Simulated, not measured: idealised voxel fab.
This is a process module. Its name is voxel capacitor over wiring.
Section cut is 205 nm wide and gridded with 5 nm square cells.
In what follows, cross-sections appear as grids of square cells, described through bands that run from the top down, where every band is one or more rows of cells. Within each band entry, the heights of the top and of the bottom of the band appear first, in that order and in nm; the materials of the band then follow from left to right, each with its corresponding width in nm. The designation "everywhere" on a single material indicates that it fills the band from edge to edge; the designation "air" indicates empty space. Heights are reckoned from 0. Under this level, the received wafer is all of one material. The bottommost band is open-ended downward, for example "0 down". Top row gets the first number, bottom row gets the second, and each row in between changes by the same step: that is how a band width like "30->40" works. Given "no alteration" for a step, no cell of the cross-section differs between before and after that step. For the entry "Voids, fully enclosed", the listed items are empty spaces with no open way to the top whose size is 8 cells or more; each item follows the pattern width x height at distance, where distance is from the left edge and all three are in nm. Where a step's line continues beyond its settings, the continuation is a remark by the simulator itself on that step. The line of a step may include "overlay nm". On a step with a mask, this value is how far to the right of its planned place the mask lay. A negative value means the mask lay to the left.

Process steps foreseen in the plan:
1,RECEIVE with material Si
2,CONFORMAL_DEP with material SiO2, thk nm 10
3,CONFORMAL_DEP with material SiCN, thk nm 5
4,DIRECTIONAL_DEP with material lowk, thk nm 15
5,PATTERN with tone open, mask id METAL_1, material resist, width nm 25, pitch nm 95, thk nm 15, overlay nm 0
6,DIRECTIONAL_ETCH with etch materials lowk, depth nm 15
7,DIRECTIONAL_ETCH with etch materials SiCN, depth nm 5
8,STRIP with etch materials resist
9,CONFORMAL_DEP with material TiN, thk nm 5
10,FILL_DEP with material Cu, thk nm 5
11,CMP with height nm 30
12,EPI with material Ru, thk nm 5
13,FILL_DEP with material SiCN, thk nm 5
14,DIRECTIONAL_DEP with material lowk, thk nm 15
15,DIRECTIONAL_DEP with material aC, thk nm 15
16,PATTERN with tone open, mask id PLUG_1, material resist, width nm 15, thk nm 35, overlay nm 0
17,DIRECTIONAL_ETCH with etch materials aC, depth nm 15
18,STRIP with etch materials resist
19,DIRECTIONAL_ETCH with etch materials lowk, depth nm 15
20,DIRECTIONAL_ETCH with etch materials SiCN, depth nm 5
21,STRIP with etch materials aC
22,EPI with material Ru, thk nm 10
23,EPI with material Ru, thk nm 10
24,DIRECTIONAL_DEP with material TiN, thk nm 10
25,DIRECTIONAL_DEP with material Al2O3, thk nm 5
26,DIRECTIONAL_DEP with material TiN, thk nm 5
27,MASKED_ETCH with tone cover, mask id UPPER_PLATE, width nm 75, etch materials TiN, depth nm 5, overlay nm 0
28,MASKED_ETCH with tone cover, mask id UPPER_PLATE, width nm 75, etch materials Al2O3, depth nm 5, overlay nm 0
29,PATTERN with tone cover, mask id LOWER_PLATE, material resist, width nm 85, thk nm 20, overlay nm 0
30,DIRECTIONAL_ETCH with etch materials TiN, depth nm 10
31,STRIP with etch materials resist
32,FILL_DEP with material SiO2, thk nm 20
33,CMP with height nm 90
34,DIRECTIONAL_DEP with material aC, thk nm 10
35,PATTERN with tone open, mask id PLUG_2, material resist, width nm 15, thk nm 30, overlay nm 0
36,DIRECTIONAL_ETCH with etch materials aC, depth nm 10
37,STRIP with etch materials resist
38,DIRECTIONAL_ETCH with etch materials SiO2, depth nm 15
39,STRIP with etch materials aC
40,CONFORMAL_DEP with material TiN, thk nm 5
41,FILL_DEP with material Ru, thk nm 5
42,CMP with height nm 90
43,CONFORMAL_DEP with material SiN, thk nm 5

Here's what the wafer looked like in cross-section when it arrived - that's after step 1:
	0 down  Si everywhere
	Voids, fully enclosed: none

This is how the wafer looks in cross-section once the module is done, given the starting state and plan above and one mistake in carrying the plan out:
	95 to 90  SiN everywhere
	90 to 80  60 nm SiO2  5 nm TiN  5 nm Ru  5 nm TiN  130 nm SiO2
	80 to 75  60 nm SiO2  15 nm TiN  130 nm SiO2
	75 to 70  SiO2 everywhere
	70 to 65  50 nm SiO2  75 nm TiN  80 nm SiO2
	65 to 60  50 nm SiO2  75 nm Al2O3  80 nm SiO2
	60 to 55  45 nm SiO2  85 nm TiN  75 nm SiO2
	55 to 40  50 nm lowk  15 nm Ru  140 nm lowk
	40 to 35  50 nm SiCN  15 nm Ru  140 nm SiCN
	35 to 30  35 nm SiCN  35 nm Ru  60 nm SiCN  35 nm Ru  40 nm SiCN
	30 to 15  40 nm lowk  5 nm TiN  15 nm Cu  5 nm TiN  70 nm lowk  5 nm TiN  15 nm Cu  5 nm TiN  45 nm lowk
	15 to 10  40 nm SiCN  25 nm TiN  70 nm SiCN  25 nm TiN  45 nm SiCN
	10 to 0  SiO2 everywhere
	0 down  Si everywhere
	Voids, fully enclosed: none
It is concluded that the wafer was processed incorrectly with respect to the plan, in that step 24 did not use the planned setting and instead ran as DIRECTIONAL_DEP with material TiN, thk nm 5
